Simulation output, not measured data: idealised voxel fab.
Documented hereafter: the process module known as voxel gate over fins.
Cross-section cut: width 210 nm, square cells of 5 nm.
When this document writes out a cross-section, it uses a grid of square cells and lists it as bands, beginning at the top and moving down, with a band standing for one or more rows of cells.
A band entry consists of two parts. The first gives the height of the band's top and the height of its bottom, in nm. The rest lists the band's materials from left to right, each with its width in nm. A single material labelled with the word "everywhere" fills the band from edge to edge, and the word "empty" marks empty space.
It should be noted that heights are counted from 0, beneath which the wafer as supplied is of one material throughout, and that the lowest band possesses no lower boundary but continues downward, as written in "0 and below".
Top row gets the first number, bottom row gets the second, and each row in between changes by the same step: that is how a band width like "30 to 40" works.
"no change occurred" (step): cross-section cells unchanged, all of them.
The entry "Enclosed cavities" lists the empty spaces that cover at least 8 cells and have no open path to the top. Each is written as width x height at distance, where the distance is measured from the left edge and all three values are in nm.
That trailing text on a step's line, after the settings, is the simulator's own remark on the step.
overlay nm: mask right of planned place by this much (step with mask). Neg. = left.

[Planned process steps]
1. op RECEIVE | material Si
2. op CONFORMAL_DEP | material SiN | thk nm 10
3. op MASKED_ETCH | tone cover | mask id FINS | width nm 15 | pitch nm 35 | etch materials SiN | depth nm 10 | overlay nm 0
4. op MASKED_ETCH | tone cover | mask id FINS | width nm 15 | pitch nm 35 | etch materials Si | depth nm 40 | overlay nm 0
5. op OXIDIZE | depth nm 5
6. op FILL_DEP | material SiO2 | thk nm 10
7. op CMP | height nm 10
8. op SELECTIVE_ETCH | etch materials SiO2 | depth nm 20
9. op STRIP | etch materials SiN
10. op CONFORMAL_DEP | material HfO2 | thk nm 5
11. op CONFORMAL_DEP | material TiN | thk nm 5
12. op FILL_DEP | material W | thk nm 10
13. op CMP | height nm 15
14. op CONFORMAL_DEP | material SiCN | thk nm 10

[The first of two wafers, run as planned]

[The cross-section here shows the wafer as received, i.e. in its state after step 1]
* 0 and below = Si everywhere
* Enclosed cavities: none

[After step 2: wafer cross-section]
* 10 down to 0 = SiN everywhere
* Nothing below the height 0 has changed.

[After step 3: wafer cross-section]
* 10 down to 0 = empty 80, SiN 15, empty 20, SiN 15, empty 80
* Nothing below the height 0 has changed.

[After step 4: wafer cross-section]
* 10 down to 0 = empty 80, SiN 15, empty 20, SiN 15, empty 80
* 0 down to -40 = empty 80, Si 15, empty 20, Si 15, empty 80
* Nothing below the height -40 has changed.

[After step 5: wafer cross-section]
* 10 down to 0 = empty 80, SiN 15, empty 20, SiN 15, empty 80
* 0 down to -40 = empty 80, SiO2 5, Si 5, SiO2 5, empty 20, SiO2 5, Si 5, SiO2 5, empty 80
* -40 down to -45 = SiO2 85, Si 5, SiO2 30, Si 5, SiO2 85
* Nothing below the height -45 has changed.

[After step 6: wafer cross-section]
* 20 down to 10 = SiO2 everywhere
* 10 down to 0 = SiO2 80, SiN 15, SiO2 20, SiN 15, SiO2 80
* 0 down to -45 = SiO2 85, Si 5, SiO2 30, Si 5, SiO2 85
* Nothing below the height -45 has changed.

[After step 7: wafer cross-section]
* 10 down to 0 = SiO2 80, SiN 15, SiO2 20, SiN 15, SiO2 80
* Nothing below the height 0 has changed.

[After step 8: wafer cross-section]
* 10 down to 0 = empty 80, SiN 15, empty 20, SiN 15, empty 80
* 0 down to -10 = empty 85, Si 5, empty 30, Si 5, empty 85
* Nothing below the height -10 has changed.

[After step 9: wafer cross-section]
* 0 down to -10 = empty 85, Si 5, empty 30, Si 5, empty 85
* Nothing below the height -10 has changed.

[After step 10: wafer cross-section]
* 5 down to 0 = empty 80, HfO2 15, empty 20, HfO2 15, empty 80
* 0 down to -5 = empty 80, HfO2 5, Si 5, HfO2 5, empty 20, HfO2 5, Si 5, HfO2 5, empty 80
* -5 down to -10 = HfO2 85, Si 5, HfO2 30, Si 5, HfO2 85
* Nothing below the height -10 has changed.

[After step 11: wafer cross-section]
* 10 down to 5 = empty 75, TiN 25, empty 10, TiN 25, empty 75
* 5 down to 0 = empty 75, TiN 5, HfO2 15, TiN 5, empty 10, TiN 5, HfO2 15, TiN 5, empty 75
* 0 down to -5 = TiN 80, HfO2 5, Si 5, HfO2 5, TiN 20, HfO2 5, Si 5, HfO2 5, TiN 80
* Nothing below the height -5 has changed.

[After step 12: wafer cross-section]
* 20 down to 10 = W everywhere
* 10 down to 5 = W 75, TiN 25, W 10, TiN 25, W 75
* 5 down to 0 = W 75, TiN 5, HfO2 15, TiN 5, W 10, TiN 5, HfO2 15, TiN 5, W 75
* Nothing below the height 0 has changed.

[After step 13: wafer cross-section]
* 15 down to 10 = W everywhere
* Nothing below the height 10 has changed.

[After step 14: wafer cross-section]
* 25 down to 15 = SiCN everywhere
* Nothing below the height 15 has changed.

[Second wafer, same starting state and plan as the first, one mistake in the run, identical through step 7]

[Second wafer shown in cross-section at the time step 8 was slated to end]
* 10 down to 0 = SiO2 80, empty 15, SiO2 20, empty 15, SiO2 80
* Nothing below the height 0 has changed.

[Second wafer shown in cross-section at the time step 9 was slated to end]
* 0 down to -10 = empty 85, Si 5, empty 30, Si 5, empty 85
* -10 down to -20 = SiO2 60, empty 25, Si 5, empty 30, Si 5, empty 25, SiO2 60
* Nothing below the height -20 has changed.

[Second wafer shown in cross-section at the time step 10 was slated to end]
* 5 down to 0 = empty 80, HfO2 15, empty 20, HfO2 15, empty 80
* 0 down to -5 = empty 80, HfO2 5, Si 5, HfO2 5, empty 20, HfO2 5, Si 5, HfO2 5, empty 80
* -5 down to -10 = HfO2 65, empty 15, HfO2 5, Si 5, HfO2 5, empty 20, HfO2 5, Si 5, HfO2 5, empty 15, HfO2 65
* -10 down to -15 = SiO2 60, HfO2 5, empty 15, HfO2 5, Si 5, HfO2 5, empty 20, HfO2 5, Si 5, HfO2 5, empty 15, HfO2 5, SiO2 60
* -15 down to -20 = SiO2 60, HfO2 25, Si 5, HfO2 30, Si 5, HfO2 25, SiO2 60
* Nothing below the height -20 has changed.

[Second wafer shown in cross-section at the time step 11 was slated to end]
* 10 down to 5 = empty 75, TiN 25, empty 10, TiN 25, empty 75
* 5 down to 0 = empty 75, TiN 5, HfO2 15, TiN 5, empty 10, TiN 5, HfO2 15, TiN 5, empty 75
* 0 down to -5 = TiN 70, empty 5, TiN 5, HfO2 5, Si 5, HfO2 5, TiN 5, empty 10, TiN 5, HfO2 5, Si 5, HfO2 5, TiN 5, empty 5, TiN 70
* -5 down to -10 = HfO2 65, TiN 5, empty 5, TiN 5, HfO2 5, Si 5, HfO2 5, TiN 5, empty 10, TiN 5, HfO2 5, Si 5, HfO2 5, TiN 5, empty 5, TiN 5, HfO2 65
* -10 down to -15 = SiO2 60, HfO2 5, TiN 15, HfO2 5, Si 5, HfO2 5, TiN 20, HfO2 5, Si 5, HfO2 5, TiN 15, HfO2 5, SiO2 60
* Nothing below the height -15 has changed.

[Second wafer shown in cross-section at the time step 12 was slated to end]
* 20 down to 10 = W everywhere
* 10 down to 5 = W 75, TiN 25, W 10, TiN 25, W 75
* 5 down to 0 = W 75, TiN 5, HfO2 15, TiN 5, W 10, TiN 5, HfO2 15, TiN 5, W 75
* 0 down to -5 = TiN 70, W 5, TiN 5, HfO2 5, Si 5, HfO2 5, TiN 5, W 10, TiN 5, HfO2 5, Si 5, HfO2 5, TiN 5, W 5, TiN 70
* -5 down to -10 = HfO2 65, TiN 5, W 5, TiN 5, HfO2 5, Si 5, HfO2 5, TiN 5, W 10, TiN 5, HfO2 5, Si 5, HfO2 5, TiN 5, W 5, TiN 5, HfO2 65
* Nothing below the height -10 has changed.

[Second wafer shown in cross-section at the time step 13 was slated to end]
* 15 down to 10 = W everywhere
* Nothing below the height 10 has changed.

[Second wafer shown in cross-section at the time step 14 was slated to end]
* 25 down to 15 = SiCN everywhere
* Nothing below the height 15 has changed.
So what did we get wrong on this run? mixed up steps 8 and 9 - ran each in the other's place
Per the end-of-run cell counts, the second wafer holds more or fewer of some materials than the first: +12 HfO2; -32 SiO2; +12 TiN; +8 W
